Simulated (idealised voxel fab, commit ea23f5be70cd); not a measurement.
process module | voxel wiring stack
cross-section cut | 145 nm wide | cells 5 nm
A cross-section is a grid of square cells, given in bands from the top down. A band is one or more rows of cells.
Each band's line starts with the height of the band's top and of its bottom, in nm. Then come its materials from left to right, each with its width in nm. One material with "throughout" fills the band from edge to edge. "air" is empty space.
Height 0 is the level under which the wafer as received is all one material. The lowest band goes on downwards, as in "0 down".
A width such as "30 to 40" changes by the same amount from each row of cells to the next, from the band's top row to its bottom row.
"no change" after a step means that no cell of the cross-section changed.
closed voids: empty space of 8 cells or more with no open way to the top, each as width x height at its distance from the left edge, in nm
after a step's settings: what the simulator itself notes on the step
overlay nm, on a step with a mask: how far to the right of its planned place the mask lay; to the left if negative
plan
1 op RECEIVE | material Si
2 op CONFORMAL_DEP | material SiO2 | thk nm 10
3 op DIRECTIONAL_DEP | material TiN | thk nm 5
4 op DIRECTIONAL_DEP | material Ru | thk nm 20
5 op PATTERN | tone cover | mask id METAL_1 | material resist | width nm 30 | pitch nm 55 | thk nm 20 | overlay nm 0
6 op DIRECTIONAL_ETCH | etch materials Ru | depth nm 20
7 op DIRECTIONAL_ETCH | etch materials TiN | depth nm 5
8 op STRIP | etch materials resist
9 op CONFORMAL_DEP | material SiCN | thk nm 5
10 op FILL_DEP | material SiO2 | thk nm 10
11 op CMP | height nm 35
12 op CONFORMAL_DEP | material SiCN | thk nm 5
13 op DIRECTIONAL_DEP | material SiO2 | thk nm 10
14 op MASKED_ETCH | tone open | mask id PLUG_1 | width nm 15 | etch materials SiO2 | depth nm 10 | overlay nm 0
15 op MASKED_ETCH | tone open | mask id PLUG_1 | width nm 15 | etch materials SiCN | depth nm 5 | overlay nm 0
16 op CONFORMAL_DEP | material TiN | thk nm 5
17 op FILL_DEP | material W | thk nm 10
18 op CMP | height nm 50
19 op CONFORMAL_DEP | material SiCN | thk nm 5
20 op DIRECTIONAL_DEP | material lowk | thk nm 20
21 op DIRECTIONAL_DEP | material aC | thk nm 10
22 op PATTERN | tone open | mask id METAL_2 | material resist | width nm 30 | pitch nm 55 | thk nm 30 | overlay nm 0
23 op DIRECTIONAL_ETCH | etch materials aC | depth nm 10
24 op STRIP | etch materials resist
25 op DIRECTIONAL_ETCH | etch materials lowk | depth nm 20
26 op DIRECTIONAL_ETCH | etch materials SiCN | depth nm 5
27 op STRIP | etch materials aC
28 op CONFORMAL_DEP | material TiN | thk nm 5
29 op FILL_DEP | material Cu | thk nm 5
30 op CMP | height nm 75
31 op CONFORMAL_DEP | material SiCN | thk nm 5
32 op DIRECTIONAL_DEP | material SiO2 | thk nm 20
33 op DIRECTIONAL_DEP | material aC | thk nm 10
34 op PATTERN | tone open | mask id PLUG_2 | material resist | width nm 15 | pitch nm 55 | thk nm 30 | overlay nm 0
35 op DIRECTIONAL_ETCH | etch materials aC | depth nm 10
36 op STRIP | etch materials resist
37 op DIRECTIONAL_ETCH | etch materials SiO2 | depth nm 20
38 op DIRECTIONAL_ETCH | etch materials SiCN | depth nm 5
39 op STRIP | etch materials aC
40 op CONFORMAL_DEP | material TiN | thk nm 5
41 op FILL_DEP | material W | thk nm 10
42 op CMP | height nm 100
43 op DIRECTIONAL_DEP | material TiN | thk nm 5
44 op DIRECTIONAL_DEP | material Ru | thk nm 25
45 op MASKED_ETCH | tone cover | mask id METAL_3 | width nm 30 | pitch nm 55 | etch materials Ru | depth nm 25 | overlay nm 0
46 op MASKED_ETCH | tone cover | mask id METAL_3 | width nm 30 | pitch nm 55 | etch materials TiN | depth nm 5 | overlay nm 0
47 op FILL_DEP | material SiO2 | thk nm 10
48 op CMP | height nm 130
49 op CONFORMAL_DEP | material SiN | thk nm 5
first wafer, as planned
as received, after step 1
  0 down: Si throughout
  closed voids: none
after step 2
  10 to 0: SiO2 throughout
  below 0: unchanged
after step 3
  15 to 10: TiN throughout
  below 10: unchanged
after step 4
  35 to 15: Ru throughout
  below 15: unchanged
after step 5
  55 to 35: air 30 | resist 30 | air 25 | resist 30 | air 30
  below 35: unchanged
after step 6
  55 to 35: air 30 | resist 30 | air 25 | resist 30 | air 30
  35 to 15: air 30 | Ru 30 | air 25 | Ru 30 | air 30
  below 15: unchanged
after step 7
  55 to 35: air 30 | resist 30 | air 25 | resist 30 | air 30
  35 to 15: air 30 | Ru 30 | air 25 | Ru 30 | air 30
  15 to 10: air 30 | TiN 30 | air 25 | TiN 30 | air 30
  below 10: unchanged
after step 8
  35 to 15: air 30 | Ru 30 | air 25 | Ru 30 | air 30
  below 15: unchanged
after step 9
  40 to 35: air 25 | SiCN 40 | air 15 | SiCN 40 | air 25
  35 to 15: air 25 | SiCN 5 | Ru 30 | SiCN 5 | air 15 | SiCN 5 | Ru 30 | SiCN 5 | air 25
  15 to 10: SiCN 30 | TiN 30 | SiCN 25 | TiN 30 | SiCN 30
  below 10: unchanged
after step 10
  50 to 40: SiO2 throughout
  40 to 35: SiO2 25 | SiCN 40 | SiO2 15 | SiCN 40 | SiO2 25
  35 to 15: SiO2 25 | SiCN 5 | Ru 30 | SiCN 5 | SiO2 15 | SiCN 5 | Ru 30 | SiCN 5 | SiO2 25
  below 15: unchanged
after step 11
  35 to 15: SiO2 25 | SiCN 5 | Ru 30 | SiCN 5 | SiO2 15 | SiCN 5 | Ru 30 | SiCN 5 | SiO2 25
  below 15: unchanged
after step 12
  40 to 35: SiCN throughout
  below 35: unchanged
after step 13
  50 to 40: SiO2 throughout
  below 40: unchanged
after step 14
  50 to 40: SiO2 30 | air 15 | SiO2 100
  below 40: unchanged
after step 15
  50 to 40: SiO2 30 | air 15 | SiO2 100
  40 to 35: SiCN 30 | air 15 | SiCN 100
  below 35: unchanged
after step 16
  55 to 50: TiN 35 | air 5 | TiN 105
  50 to 40: SiO2 30 | TiN 5 | air 5 | TiN 5 | SiO2 100
  40 to 35: SiCN 30 | TiN 15 | SiCN 100
  below 35: unchanged
after step 17
  65 to 55: W throughout
  55 to 50: TiN 35 | W 5 | TiN 105
  50 to 40: SiO2 30 | TiN 5 | W 5 | TiN 5 | SiO2 100
  below 40: unchanged
after step 18
  50 to 40: SiO2 30 | TiN 5 | W 5 | TiN 5 | SiO2 100
  below 40: unchanged
after step 19
  55 to 50: SiCN throughout
  below 50: unchanged
after step 20
  75 to 55: lowk throughout
  below 55: unchanged
after step 21
  85 to 75: aC throughout
  below 75: unchanged
after step 22
  115 to 85: resist 30 | air 30 | resist 25 | air 30 | resist 30
  below 85: unchanged
after step 23
  105 to 85: resist 30 | air 30 | resist 25 | air 30 | resist 30
  85 to 75: aC 30 | air 30 | aC 25 | air 30 | aC 30
  below 75: unchanged
after step 24
  85 to 75: aC 30 | air 30 | aC 25 | air 30 | aC 30
  below 75: unchanged
after step 25
  85 to 75: aC 30 | air 30 | aC 25 | air 30 | aC 30
  75 to 55: lowk 30 | air 30 | lowk 25 | air 30 | lowk 30
  below 55: unchanged
after step 26
  85 to 75: aC 30 | air 30 | aC 25 | air 30 | aC 30
  75 to 55: lowk 30 | air 30 | lowk 25 | air 30 | lowk 30
  55 to 50: SiCN 30 | air 30 | SiCN 25 | air 30 | SiCN 30
  below 50: unchanged
after step 27
  75 to 55: lowk 30 | air 30 | lowk 25 | air 30 | lowk 30
  below 55: unchanged
after step 28
  80 to 75: TiN 35 | air 20 | TiN 35 | air 20 | TiN 35
  75 to 55: lowk 30 | TiN 5 | air 20 | TiN 5 | lowk 25 | TiN 5 | air 20 | TiN 5 | lowk 30
  55 to 50: SiCN 30 | TiN 30 | SiCN 25 | TiN 30 | SiCN 30
  below 50: unchanged
after step 29
  85 to 80: Cu throughout
  80 to 75: TiN 35 | Cu 20 | TiN 35 | Cu 20 | TiN 35
  75 to 55: lowk 30 | TiN 5 | Cu 20 | TiN 5 | lowk 25 | TiN 5 | Cu 20 | TiN 5 | lowk 30
  below 55: unchanged
after step 30
  75 to 55: lowk 30 | TiN 5 | Cu 20 | TiN 5 | lowk 25 | TiN 5 | Cu 20 | TiN 5 | lowk 30
  below 55: unchanged
after step 31
  80 to 75: SiCN throughout
  below 75: unchanged
after step 32
  100 to 80: SiO2 throughout
  below 80: unchanged
after step 33
  110 to 100: aC throughout
  below 100: unchanged
after step 34
  140 to 110: resist 30 | air 15 | resist 40 | air 15 | resist 45
  below 110: unchanged
after step 35
  130 to 110: resist 30 | air 15 | resist 40 | air 15 | resist 45
  110 to 100: aC 30 | air 15 | aC 40 | air 15 | aC 45
  below 100: unchanged
after step 36
  110 to 100: aC 30 | air 15 | aC 40 | air 15 | aC 45
  below 100: unchanged
after step 37
  110 to 100: aC 30 | air 15 | aC 40 | air 15 | aC 45
  100 to 80: SiO2 30 | air 15 | SiO2 40 | air 15 | SiO2 45
  below 80: unchanged
after step 38
  110 to 100: aC 30 | air 15 | aC 40 | air 15 | aC 45
  100 to 80: SiO2 30 | air 15 | SiO2 40 | air 15 | SiO2 45
  80 to 75: SiCN 30 | air 15 | SiCN 40 | air 15 | SiCN 45
  below 75: unchanged
after step 39
  100 to 80: SiO2 30 | air 15 | SiO2 40 | air 15 | SiO2 45
  below 80: unchanged
after step 40
  105 to 100: TiN 35 | air 5 | TiN 50 | air 5 | TiN 50
  100 to 80: SiO2 30 | TiN 5 | air 5 | TiN 5 | SiO2 40 | TiN 5 | air 5 | TiN 5 | SiO2 45
  80 to 75: SiCN 30 | TiN 15 | SiCN 40 | TiN 15 | SiCN 45
  below 75: unchanged
after step 41
  115 to 105: W throughout
  105 to 100: TiN 35 | W 5 | TiN 50 | W 5 | TiN 50
  100 to 80: SiO2 30 | TiN 5 | W 5 | TiN 5 | SiO2 40 | TiN 5 | W 5 | TiN 5 | SiO2 45
  below 80: unchanged
after step 42
  100 to 80: SiO2 30 | TiN 5 | W 5 | TiN 5 | SiO2 40 | TiN 5 | W 5 | TiN 5 | SiO2 45
  below 80: unchanged
after step 43
  105 to 100: TiN throughout
  below 100: unchanged
after step 44
  130 to 105: Ru throughout
  below 105: unchanged
after step 45
  130 to 105: air 30 | Ru 30 | air 25 | Ru 30 | air 30
  below 105: unchanged
after step 46
  130 to 105: air 30 | Ru 30 | air 25 | Ru 30 | air 30
  105 to 100: air 30 | TiN 30 | air 25 | TiN 30 | air 30
  below 100: unchanged
after step 47
  140 to 130: SiO2 throughout
  130 to 105: SiO2 30 | Ru 30 | SiO2 25 | Ru 30 | SiO2 30
  105 to 100: SiO2 30 | TiN 30 | SiO2 25 | TiN 30 | SiO2 30
  below 100: unchanged
after step 48
  130 to 105: SiO2 30 | Ru 30 | SiO2 25 | Ru 30 | SiO2 30
  below 105: unchanged
after step 49
  135 to 130: SiN throughout
  below 130: unchanged
second wafer: like start, like plan, one mistake. Through step 12 it matches the first wafer
when step 13 should have ended: no change
when step 14 should have ended: no change
when step 15 should have ended
  40 to 35: SiCN 30 | air 15 | SiCN 100
  below 35: unchanged
when step 16 should have ended
  45 to 40: TiN 35 | air 5 | TiN 105
  40 to 35: SiCN 30 | TiN 15 | SiCN 100
  below 35: unchanged
when step 17 should have ended
  55 to 45: W throughout
  45 to 40: TiN 35 | W 5 | TiN 105
  below 40: unchanged
when step 18 should have ended
  50 to 45: W throughout
  below 45: unchanged
when step 19 should have ended
  55 to 50: SiCN throughout
  below 50: unchanged
when step 20 should have ended
  75 to 55: lowk throughout
  below 55: unchanged
when step 21 should have ended
  85 to 75: aC throughout
  below 75: unchanged
when step 22 should have ended
  115 to 85: resist 30 | air 30 | resist 25 | air 30 | resist 30
  below 85: unchanged
when step 23 should have ended
  105 to 85: resist 30 | air 30 | resist 25 | air 30 | resist 30
  85 to 75: aC 30 | air 30 | aC 25 | air 30 | aC 30
  below 75: unchanged
when step 24 should have ended
  85 to 75: aC 30 | air 30 | aC 25 | air 30 | aC 30
  below 75: unchanged
when step 25 should have ended
  85 to 75: aC 30 | air 30 | aC 25 | air 30 | aC 30
  75 to 55: lowk 30 | air 30 | lowk 25 | air 30 | lowk 30
  below 55: unchanged
when step 26 should have ended
  85 to 75: aC 30 | air 30 | aC 25 | air 30 | aC 30
  75 to 55: lowk 30 | air 30 | lowk 25 | air 30 | lowk 30
  55 to 50: SiCN 30 | air 30 | SiCN 25 | air 30 | SiCN 30
  below 50: unchanged
when step 27 should have ended
  75 to 55: lowk 30 | air 30 | lowk 25 | air 30 | lowk 30
  below 55: unchanged
when step 28 should have ended
  80 to 75: TiN 35 | air 20 | TiN 35 | air 20 | TiN 35
  75 to 55: lowk 30 | TiN 5 | air 20 | TiN 5 | lowk 25 | TiN 5 | air 20 | TiN 5 | lowk 30
  55 to 50: SiCN 30 | TiN 30 | SiCN 25 | TiN 30 | SiCN 30
  below 50: unchanged
when step 29 should have ended
  85 to 80: Cu throughout
  80 to 75: TiN 35 | Cu 20 | TiN 35 | Cu 20 | TiN 35
  75 to 55: lowk 30 | TiN 5 | Cu 20 | TiN 5 | lowk 25 | TiN 5 | Cu 20 | TiN 5 | lowk 30
  below 55: unchanged
when step 30 should have ended
  75 to 55: lowk 30 | TiN 5 | Cu 20 | TiN 5 | lowk 25 | TiN 5 | Cu 20 | TiN 5 | lowk 30
  below 55: unchanged
when step 31 should have ended
  80 to 75: SiCN throughout
  below 75: unchanged
when step 32 should have ended
  100 to 80: SiO2 throughout
  below 80: unchanged
when step 33 should have ended
  110 to 100: aC throughout
  below 100: unchanged
when step 34 should have ended
  140 to 110: resist 30 | air 15 | resist 40 | air 15 | resist 45
  below 110: unchanged
when step 35 should have ended
  130 to 110: resist 30 | air 15 | resist 40 | air 15 | resist 45
  110 to 100: aC 30 | air 15 | aC 40 | air 15 | aC 45
  below 100: unchanged
when step 36 should have ended
  110 to 100: aC 30 | air 15 | aC 40 | air 15 | aC 45
  below 100: unchanged
when step 37 should have ended
  110 to 100: aC 30 | air 15 | aC 40 | air 15 | aC 45
  100 to 80: SiO2 30 | air 15 | SiO2 40 | air 15 | SiO2 45
  below 80: unchanged
when step 38 should have ended
  110 to 100: aC 30 | air 15 | aC 40 | air 15 | aC 45
  100 to 80: SiO2 30 | air 15 | SiO2 40 | air 15 | SiO2 45
  80 to 75: SiCN 30 | air 15 | SiCN 40 | air 15 | SiCN 45
  below 75: unchanged
when step 39 should have ended
  100 to 80: SiO2 30 | air 15 | SiO2 40 | air 15 | SiO2 45
  below 80: unchanged
when step 40 should have ended
  105 to 100: TiN 35 | air 5 | TiN 50 | air 5 | TiN 50
  100 to 80: SiO2 30 | TiN 5 | air 5 | TiN 5 | SiO2 40 | TiN 5 | air 5 | TiN 5 | SiO2 45
  80 to 75: SiCN 30 | TiN 15 | SiCN 40 | TiN 15 | SiCN 45
  below 75: unchanged
when step 41 should have ended
  115 to 105: W throughout
  105 to 100: TiN 35 | W 5 | TiN 50 | W 5 | TiN 50
  100 to 80: SiO2 30 | TiN 5 | W 5 | TiN 5 | SiO2 40 | TiN 5 | W 5 | TiN 5 | SiO2 45
  below 80: unchanged
when step 42 should have ended
  100 to 80: SiO2 30 | TiN 5 | W 5 | TiN 5 | SiO2 40 | TiN 5 | W 5 | TiN 5 | SiO2 45
  below 80: unchanged
when step 43 should have ended
  105 to 100: TiN throughout
  below 100: unchanged
when step 44 should have ended
  130 to 105: Ru throughout
  below 105: unchanged
when step 45 should have ended
  130 to 105: air 30 | Ru 30 | air 25 | Ru 30 | air 30
  below 105: unchanged
when step 46 should have ended
  130 to 105: air 30 | Ru 30 | air 25 | Ru 30 | air 30
  105 to 100: air 30 | TiN 30 | air 25 | TiN 30 | air 30
  below 100: unchanged
when step 47 should have ended
  140 to 130: SiO2 throughout
  130 to 105: SiO2 30 | Ru 30 | SiO2 25 | Ru 30 | SiO2 30
  105 to 100: SiO2 30 | TiN 30 | SiO2 25 | TiN 30 | SiO2 30
  below 100: unchanged
when step 48 should have ended
  130 to 105: SiO2 30 | Ru 30 | SiO2 25 | Ru 30 | SiO2 30
  below 105: unchanged
when step 49 should have ended
  135 to 130: SiN throughout
  below 130: unchanged
what went wrong: step 13 was left out
at the end the second wafer has, in cells: 52 fewer of SiO2 | 24 more of TiN | 28 more of W
